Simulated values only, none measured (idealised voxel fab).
process module | voxel released beams
cross-section cut | 280 nm wide | cells 5 nm
A cross-section is a grid of square cells, given in bands from the top down. A band is one or more rows of cells.
Each band's line starts with the height of the band's top and of its bottom, in nm. Then come its materials from left to right, each with its width in nm. One material with "throughout" fills the band from edge to edge. "air" is empty space.
Height 0 is the level under which the wafer as received is all one material. The lowest band goes on downwards, as in "0 down".
A width such as "30 to 40" changes by the same amount from each row of cells to the next, from the band's top row to its bottom row.
"no change" after a step means that no cell of the cross-section changed.
closed voids: empty space of 8 cells or more with no open way to the top, each as width x height at its distance from the left edge, in nm
after a step's settings: what the simulator itself notes on the step
overlay nm, on a step with a mask: how far to the right of its planned place the mask lay; to the left if negative
plan
1 op RECEIVE | material Si
2 op CONFORMAL_DEP | material Al2O3 | thk nm 10
3 op DIRECTIONAL_DEP | material SiO2 | thk nm 20
4 op PATTERN | tone open | mask id ANCHOR | material resist | width nm 25 | thk nm 20 | overlay nm 0
5 op DIRECTIONAL_ETCH | etch materials SiO2 | depth nm 20
6 op STRIP | etch materials resist
7 op CONFORMAL_DEP | material SiN | thk nm 10
8 op DIRECTIONAL_DEP | material aC | thk nm 10
9 op PATTERN | tone cover | mask id BEAM | material resist | width nm 70 | thk nm 30 | overlay nm 0
10 op DIRECTIONAL_ETCH | etch materials aC | depth nm 10
11 op STRIP | etch materials resist
12 op DIRECTIONAL_ETCH | etch materials SiN | depth nm 10
13 op STRIP | etch materials aC
14 op STRIP | etch materials SiO2
as received, after step 1
  0 down: Si throughout
  closed voids: none
first wafer at the end, as planned
  40 to 30: air 100 | SiN 15 | air 5 | SiN 50 | air 110
  30 to 20: air 105 | SiN 10 | air 5 | SiN 10 | air 150
  20 to 10: air 105 | SiN 25 | air 150
  10 to 0: Al2O3 throughout
  0 down: Si throughout
  closed voids: none
second wafer at the end: like start, like plan, one mistake
  40 to 30: air 100 | SiN 40 | air 140
  30 to 20: air 95 | SiN 10 | SiO2 25 | SiN 10 | air 140
  20 to 10: air 95 | SiN 10 | SiO2 25 | SiN 40 | air 110
  10 to 0: Al2O3 throughout
  0 down: Si throughout
  closed voids: none
what went wrong: step 4 ran as: op PATTERN | tone cover | mask id ANCHOR | material resist | width nm 25 | thk nm 20 | overlay nm 0
at the end the second wafer has, in cells: 20 more of SiO2
